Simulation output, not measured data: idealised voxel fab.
The following process module bears the name voxel gate over fins.
Shown is cross-section cut, with a width of 270 nm and square cells of size 5 nm.
In what follows, cross-sections appear as grids of square cells, described through bands that run from the top down, where every band is one or more rows of cells.
Look at the band entry: it leads with the top's height and the bottom's height in nm. Then it lists the materials left to right, with a width in nm for each. The word "full width" on a single material says that material fills the band edge to edge. The word "air" is empty space.
Height reference: 0 = level under which incoming wafer is all one material. Lowest band: no bottom, runs on downward, e.g. "0 -> down".
When a width is written as two numbers, as in "30->40", the first number is the width in the top row of cells of the band and the second is the width in its bottom row, and the width changes by the same amount from each row to the next.
It should be understood that the words "no change occurred", when stated for a given step, signify that the cross-section underwent no change in any of its cells during that step.
Listed in "Sealed internal cavities": every empty space of 8 or more cells without an open way to the top. Form: width x height at distance, the distance being from the left edge, all in nm.
If you see something after the settings on a step's line, that's the simulator's own remark about that step.
The "overlay nm" setting may appear on a step's line; for a step that uses a mask, it gives how far to the right of its planned position the mask lay, and a negative value indicates the left.

# The following list gives the planned process steps
| 1 | RECEIVE, material Si |
| 2 | CONFORMAL_DEP, material SiN, thk nm 5 |
| 3 | MASKED_ETCH, tone cover, mask id FINS, width nm 15, pitch nm 55, etch materials SiN, depth nm 5, overlay nm 0 |
| 4 | MASKED_ETCH, tone cover, mask id FINS, width nm 15, pitch nm 55, etch materials Si, depth nm 35, overlay nm 0 |
| 5 | OXIDIZE, depth nm 5 |
| 6 | FILL_DEP, material SiO2, thk nm 15 |
| 7 | CMP, height nm 5 |
| 8 | PATTERN, tone open, mask id RAIL, material resist, width nm 15, thk nm 20, overlay nm 0 |
| 9 | DIRECTIONAL_ETCH, etch materials SiO2, depth nm 35 |
| 10 | STRIP, etch materials resist |
| 11 | CONFORMAL_DEP, material TiN, thk nm 5 |
| 12 | FILL_DEP, material Ru, thk nm 5 |
| 13 | CMP, height nm 5 |
| 14 | SELECTIVE_ETCH, etch materials W Ru TiN, depth nm 20 |
| 15 | FILL_DEP, material SiO2, thk nm 5 |
| 16 | CMP, height nm 5 |
| 17 | SELECTIVE_ETCH, etch materials SiO2, depth nm 15 |
| 18 | STRIP, etch materials SiN |
| 19 | CONFORMAL_DEP, material HfO2, thk nm 5 |
| 20 | CONFORMAL_DEP, material TiN, thk nm 5 |
| 21 | FILL_DEP, material W, thk nm 15 |
| 22 | CMP, height nm 20 |
| 23 | CONFORMAL_DEP, material SiCN, thk nm 5 |

# First of two wafers: run as planned

# Wafer cross-section on receipt, i.e. after step 1
0 -> down = Si full width
Sealed internal cavities: none

# Cross-section through the wafer, step 2 finished
5 -> 0 = SiN full width
Below 0, the layers are the same as they were.

# Cross-section through the wafer, step 3 finished
5 -> 0 = air=45 / SiN=15 / air=40 / SiN=15 / air=40 / SiN=15 / air=40 / SiN=15 / air=45
Below 0, the layers are the same as they were.

# Cross-section through the wafer, step 4 finished
5 -> 0 = air=45 / SiN=15 / air=40 / SiN=15 / air=40 / SiN=15 / air=40 / SiN=15 / air=45
0 -> -35 = air=45 / Si=15 / air=40 / Si=15 / air=40 / Si=15 / air=40 / Si=15 / air=45
Below -35, the layers are the same as they were.

# Cross-section through the wafer, step 5 finished
5 -> 0 = air=45 / SiN=15 / air=40 / SiN=15 / air=40 / SiN=15 / air=40 / SiN=15 / air=45
0 -> -35 = air=45 / SiO2=5 / Si=5 / SiO2=5 / air=40 / SiO2=5 / Si=5 / SiO2=5 / air=40 / SiO2=5 / Si=5 / SiO2=5 / air=40 / SiO2=5 / Si=5 / SiO2=5 / air=45
-35 -> -40 = SiO2=50 / Si=5 / SiO2=50 / Si=5 / SiO2=50 / Si=5 / SiO2=50 / Si=5 / SiO2=50
Below -40, the layers are the same as they were.

# Cross-section through the wafer, step 6 finished
20 -> 5 = SiO2 full width
5 -> 0 = SiO2=45 / SiN=15 / SiO2=40 / SiN=15 / SiO2=40 / SiN=15 / SiO2=40 / SiN=15 / SiO2=45
0 -> -40 = SiO2=50 / Si=5 / SiO2=50 / Si=5 / SiO2=50 / Si=5 / SiO2=50 / Si=5 / SiO2=50
Below -40, the layers are the same as they were.

# Cross-section through the wafer, step 7 finished
5 -> 0 = SiO2=45 / SiN=15 / SiO2=40 / SiN=15 / SiO2=40 / SiN=15 / SiO2=40 / SiN=15 / SiO2=45
Below 0, the layers are the same as they were.

# Cross-section through the wafer, step 8 finished
25 -> 5 = resist=70 / air=15 / resist=185
Below 5, the layers are the same as they were.

# Cross-section through the wafer, step 9 finished
25 -> 5 = resist=70 / air=15 / resist=185
5 -> 0 = SiO2=45 / SiN=15 / SiO2=10 / air=15 / SiO2=15 / SiN=15 / SiO2=40 / SiN=15 / SiO2=40 / SiN=15 / SiO2=45
0 -> -30 = SiO2=50 / Si=5 / SiO2=15 / air=15 / SiO2=20 / Si=5 / SiO2=50 / Si=5 / SiO2=50 / Si=5 / SiO2=50
Below -30, the layers are the same as they were.

# Cross-section through the wafer, step 10 finished
5 -> 0 = SiO2=45 / SiN=15 / SiO2=10 / air=15 / SiO2=15 / SiN=15 / SiO2=40 / SiN=15 / SiO2=40 / SiN=15 / SiO2=45
Below 0, the layers are the same as they were.

# Cross-section through the wafer, step 11 finished
10 -> 5 = TiN=75 / air=5 / TiN=190
5 -> 0 = SiO2=45 / SiN=15 / SiO2=10 / TiN=5 / air=5 / TiN=5 / SiO2=15 / SiN=15 / SiO2=40 / SiN=15 / SiO2=40 / SiN=15 / SiO2=45
0 -> -25 = SiO2=50 / Si=5 / SiO2=15 / TiN=5 / air=5 / TiN=5 / SiO2=20 / Si=5 / SiO2=50 / Si=5 / SiO2=50 / Si=5 / SiO2=50
-25 -> -30 = SiO2=50 / Si=5 / SiO2=15 / TiN=15 / SiO2=20 / Si=5 / SiO2=50 / Si=5 / SiO2=50 / Si=5 / SiO2=50
Below -30, the layers are the same as they were.

# Cross-section through the wafer, step 12 finished
15 -> 10 = Ru full width
10 -> 5 = TiN=75 / Ru=5 / TiN=190
5 -> 0 = SiO2=45 / SiN=15 / SiO2=10 / TiN=5 / Ru=5 / TiN=5 / SiO2=15 / SiN=15 / SiO2=40 / SiN=15 / SiO2=40 / SiN=15 / SiO2=45
0 -> -25 = SiO2=50 / Si=5 / SiO2=15 / TiN=5 / Ru=5 / TiN=5 / SiO2=20 / Si=5 / SiO2=50 / Si=5 / SiO2=50 / Si=5 / SiO2=50
Below -25, the layers are the same as they were.

# Cross-section through the wafer, step 13 finished
5 -> 0 = SiO2=45 / SiN=15 / SiO2=10 / TiN=5 / Ru=5 / TiN=5 / SiO2=15 / SiN=15 / SiO2=40 / SiN=15 / SiO2=40 / SiN=15 / SiO2=45
Below 0, the layers are the same as they were.

# Cross-section through the wafer, step 14 finished
5 -> 0 = SiO2=45 / SiN=15 / SiO2=10 / air=15 / SiO2=15 / SiN=15 / SiO2=40 / SiN=15 / SiO2=40 / SiN=15 / SiO2=45
0 -> -15 = SiO2=50 / Si=5 / SiO2=15 / air=15 / SiO2=20 / Si=5 / SiO2=50 / Si=5 / SiO2=50 / Si=5 / SiO2=50
Below -15, the layers are the same as they were.

# Cross-section through the wafer, step 15 finished
10 -> 5 = SiO2 full width
5 -> 0 = SiO2=45 / SiN=15 / SiO2=40 / SiN=15 / SiO2=40 / SiN=15 / SiO2=40 / SiN=15 / SiO2=45
0 -> -15 = SiO2=50 / Si=5 / SiO2=50 / Si=5 / SiO2=50 / Si=5 / SiO2=50 / Si=5 / SiO2=50
Below -15, the layers are the same as they were.

# Cross-section through the wafer, step 16 finished
5 -> 0 = SiO2=45 / SiN=15 / SiO2=40 / SiN=15 / SiO2=40 / SiN=15 / SiO2=40 / SiN=15 / SiO2=45
Below 0, the layers are the same as they were.

# Cross-section through the wafer, step 17 finished
5 -> 0 = air=45 / SiN=15 / air=40 / SiN=15 / air=40 / SiN=15 / air=40 / SiN=15 / air=45
0 -> -10 = air=50 / Si=5 / air=50 / Si=5 / air=50 / Si=5 / air=50 / Si=5 / air=50
Below -10, the layers are the same as they were.

# Cross-section through the wafer, step 18 finished
0 -> -10 = air=50 / Si=5 / air=50 / Si=5 / air=50 / Si=5 / air=50 / Si=5 / air=50
Below -10, the layers are the same as they were.

# Cross-section through the wafer, step 19 finished
5 -> 0 = air=45 / HfO2=15 / air=40 / HfO2=15 / air=40 / HfO2=15 / air=40 / HfO2=15 / air=45
0 -> -5 = air=45 / HfO2=5 / Si=5 / HfO2=5 / air=40 / HfO2=5 / Si=5 / HfO2=5 / air=40 / HfO2=5 / Si=5 / HfO2=5 / air=40 / HfO2=5 / Si=5 / HfO2=5 / air=45
-5 -> -10 = HfO2=50 / Si=5 / HfO2=50 / Si=5 / HfO2=50 / Si=5 / HfO2=50 / Si=5 / HfO2=50
Below -10, the layers are the same as they were.

# Cross-section through the wafer, step 20 finished
10 -> 5 = air=40 / TiN=25 / air=30 / TiN=25 / air=30 / TiN=25 / air=30 / TiN=25 / air=40
5 -> 0 = air=40 / TiN=5 / HfO2=15 / TiN=5 / air=30 / TiN=5 / HfO2=15 / TiN=5 / air=30 / TiN=5 / HfO2=15 / TiN=5 / air=30 / TiN=5 / HfO2=15 / TiN=5 / air=40
0 -> -5 = TiN=45 / HfO2=5 / Si=5 / HfO2=5 / TiN=40 / HfO2=5 / Si=5 / HfO2=5 / TiN=40 / HfO2=5 / Si=5 / HfO2=5 / TiN=40 / HfO2=5 / Si=5 / HfO2=5 / TiN=45
Below -5, the layers are the same as they were.

# Cross-section through the wafer, step 21 finished
25 -> 10 = W full width
10 -> 5 = W=40 / TiN=25 / W=30 / TiN=25 / W=30 / TiN=25 / W=30 / TiN=25 / W=40
5 -> 0 = W=40 / TiN=5 / HfO2=15 / TiN=5 / W=30 / TiN=5 / HfO2=15 / TiN=5 / W=30 / TiN=5 / HfO2=15 / TiN=5 / W=30 / TiN=5 / HfO2=15 / TiN=5 / W=40
Below 0, the layers are the same as they were.

# Cross-section through the wafer, step 22 finished
20 -> 10 = W full width
Below 10, the layers are the same as they were.

# Cross-section through the wafer, step 23 finished
25 -> 20 = SiCN full width
Below 20, the layers are the same as they were.

# It is to be noted that the second wafer proceeded from the same initial state and according to the same plan as the first, although one mistake was committed in its execution; through step 1, inclusive, the two wafers share an identical history

The second wafer cut through, at the time step 2 was supposed to be finished: no change occurred

The second wafer cut through, at the time step 3 was supposed to be finished: no change occurred

# The second wafer cut through, at the time step 4 was supposed to be finished
0 -> -35 = air=45 / Si=15 / air=40 / Si=15 / air=40 / Si=15 / air=40 / Si=15 / air=45
Below -35, the layers are the same as they were.

# The second wafer cut through, at the time step 5 was supposed to be finished
0 -> -5 = air=45 / SiO2=15 / air=40 / SiO2=15 / air=40 / SiO2=15 / air=40 / SiO2=15 / air=45
-5 -> -35 = air=45 / SiO2=5 / Si=5 / SiO2=5 / air=40 / SiO2=5 / Si=5 / SiO2=5 / air=40 / SiO2=5 / Si=5 / SiO2=5 / air=40 / SiO2=5 / Si=5 / SiO2=5 / air=45
-35 -> -40 = SiO2=50 / Si=5 / SiO2=50 / Si=5 / SiO2=50 / Si=5 / SiO2=50 / Si=5 / SiO2=50
Below -40, the layers are the same as they were.

# The second wafer cut through, at the time step 6 was supposed to be finished
15 -> -5 = SiO2 full width
-5 -> -40 = SiO2=50 / Si=5 / SiO2=50 / Si=5 / SiO2=50 / Si=5 / SiO2=50 / Si=5 / SiO2=50
Below -40, the layers are the same as they were.

# The second wafer cut through, at the time step 7 was supposed to be finished
5 -> -5 = SiO2 full width
Below -5, the layers are the same as they were.

# The second wafer cut through, at the time step 8 was supposed to be finished
25 -> 5 = resist=70 / air=15 / resist=185
Below 5, the layers are the same as they were.

# The second wafer cut through, at the time step 9 was supposed to be finished
25 -> 5 = resist=70 / air=15 / resist=185
5 -> -5 = SiO2=70 / air=15 / SiO2=185
-5 -> -30 = SiO2=50 / Si=5 / SiO2=15 / air=15 / SiO2=20 / Si=5 / SiO2=50 / Si=5 / SiO2=50 / Si=5 / SiO2=50
Below -30, the layers are the same as they were.

# The second wafer cut through, at the time step 10 was supposed to be finished
5 -> -5 = SiO2=70 / air=15 / SiO2=185
Below -5, the layers are the same as they were.

# The second wafer cut through, at the time step 11 was supposed to be finished
10 -> 5 = TiN=75 / air=5 / TiN=190
5 -> -5 = SiO2=70 / TiN=5 / air=5 / TiN=5 / SiO2=185
-5 -> -25 = SiO2=50 / Si=5 / SiO2=15 / TiN=5 / air=5 / TiN=5 / SiO2=20 / Si=5 / SiO2=50 / Si=5 / SiO2=50 / Si=5 / SiO2=50
-25 -> -30 = SiO2=50 / Si=5 / SiO2=15 / TiN=15 / SiO2=20 / Si=5 / SiO2=50 / Si=5 / SiO2=50 / Si=5 / SiO2=50
Below -30, the layers are the same as they were.

# The second wafer cut through, at the time step 12 was supposed to be finished
15 -> 10 = Ru full width
10 -> 5 = TiN=75 / Ru=5 / TiN=190
5 -> -5 = SiO2=70 / TiN=5 / Ru=5 / TiN=5 / SiO2=185
-5 -> -25 = SiO2=50 / Si=5 / SiO2=15 / TiN=5 / Ru=5 / TiN=5 / SiO2=20 / Si=5 / SiO2=50 / Si=5 / SiO2=50 / Si=5 / SiO2=50
Below -25, the layers are the same as they were.

# The second wafer cut through, at the time step 13 was supposed to be finished
5 -> -5 = SiO2=70 / TiN=5 / Ru=5 / TiN=5 / SiO2=185
Below -5, the layers are the same as they were.

# The second wafer cut through, at the time step 14 was supposed to be finished
5 -> -5 = SiO2=70 / air=15 / SiO2=185
-5 -> -15 = SiO2=50 / Si=5 / SiO2=15 / air=15 / SiO2=20 / Si=5 / SiO2=50 / Si=5 / SiO2=50 / Si=5 / SiO2=50
Below -15, the layers are the same as they were.

# The second wafer cut through, at the time step 15 was supposed to be finished
10 -> -5 = SiO2 full width
-5 -> -15 = SiO2=50 / Si=5 / SiO2=50 / Si=5 / SiO2=50 / Si=5 / SiO2=50 / Si=5 / SiO2=50
Below -15, the layers are the same as they were.

# The second wafer cut through, at the time step 16 was supposed to be finished
5 -> -5 = SiO2 full width
Below -5, the layers are the same as they were.

# The second wafer cut through, at the time step 17 was supposed to be finished
-5 -> -10 = air=50 / Si=5 / air=50 / Si=5 / air=50 / Si=5 / air=50 / Si=5 / air=50
Below -10, the layers are the same as they were.

The second wafer cut through, at the time step 18 was supposed to be finished: no change occurred

# The second wafer cut through, at the time step 19 was supposed to be finished
0 -> -5 = air=45 / HfO2=15 / air=40 / HfO2=15 / air=40 / HfO2=15 / air=40 / HfO2=15 / air=45
-5 -> -10 = HfO2=50 / Si=5 / HfO2=50 / Si=5 / HfO2=50 / Si=5 / HfO2=50 / Si=5 / HfO2=50
Below -10, the layers are the same as they were.

# The second wafer cut through, at the time step 20 was supposed to be finished
5 -> 0 = air=40 / TiN=25 / air=30 / TiN=25 / air=30 / TiN=25 / air=30 / TiN=25 / air=40
0 -> -5 = TiN=45 / HfO2=15 / TiN=40 / HfO2=15 / TiN=40 / HfO2=15 / TiN=40 / HfO2=15 / TiN=45
Below -5, the layers are the same as they were.

# The second wafer cut through, at the time step 21 was supposed to be finished
20 -> 5 = W full width
5 -> 0 = W=40 / TiN=25 / W=30 / TiN=25 / W=30 / TiN=25 / W=30 / TiN=25 / W=40
Below 0, the layers are the same as they were.

The second wafer cut through, at the time step 22 was supposed to be finished: no change occurred

# The second wafer cut through, at the time step 23 was supposed to be finished
25 -> 20 = SiCN full width
Below 20, the layers are the same as they were.
Deviation noted in wafer processing: plan step 2 skipped
Once processing is complete, comparing cell counts shows that the second wafer has more or fewer of certain materials than the first: HfO2 -8, Si -4, TiN -8, W +20
